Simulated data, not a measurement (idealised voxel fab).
process module | voxel fin reveal
cross-section cut | 300 nm wide | cells 5 nm
A cross-section is a grid of square cells, given in bands from the top down. A band is one or more rows of cells.
Each band's line starts with the height of the band's top and of its bottom, in nm. Then come its materials from left to right, each with its width in nm. One material with "throughout" fills the band from edge to edge. "air" is empty space.
Height 0 is the level under which the wafer as received is all one material. The lowest band goes on downwards, as in "0 down".
A width such as "30 to 40" changes by the same amount from each row of cells to the next, from the band's top row to its bottom row.
"no change" after a step means that no cell of the cross-section changed.
closed voids: empty space of 8 cells or more with no open way to the top, each as width x height at its distance from the left edge, in nm
after a step's settings: what the simulator itself notes on the step
overlay nm, on a step with a mask: how far to the right of its planned place the mask lay; to the left if negative
plan
1 op RECEIVE | material Si
2 op CONFORMAL_DEP | material SiN | thk nm 10
3 op PATTERN | tone cover | mask id FINS | material resist | width nm 15 | pitch nm 35 | thk nm 20 | overlay nm 0
4 op DIRECTIONAL_ETCH | etch materials SiN | depth nm 10
5 op DIRECTIONAL_ETCH | etch materials Si | depth nm 35
6 op STRIP | etch materials resist
7 op OXIDIZE | depth nm 5
8 op FILL_DEP | material SiO2 | thk nm 15
9 op CMP | height nm 10
10 op SELECTIVE_ETCH | etch materials SiO2 | depth nm 25
11 op STRIP | etch materials SiN
as received, after step 1
  0 down: Si throughout
  closed voids: none
first wafer at the end, as planned
  0 to -15: air 130 | Si 5 | air 30 | Si 5 | air 130
  -15 to -40: SiO2 130 | Si 5 | SiO2 30 | Si 5 | SiO2 130
  -40 down: Si throughout
  closed voids: none
second wafer at the end: like start, like plan, one mistake
  0 to -15: Si 120 | air 25 | Si 10 | air 25 | Si 120
  -15 to -40: Si 120 | SiO2 25 | Si 10 | SiO2 25 | Si 120
  -40 down: Si throughout
  closed voids: none
what went wrong: step 3 ran as: op PATTERN | tone open | mask id FINS | material resist | width nm 15 | pitch nm 35 | thk nm 20 | overlay nm 0
at the end the second wafer has, in cells: 384 more of Si | 240 fewer of SiO2
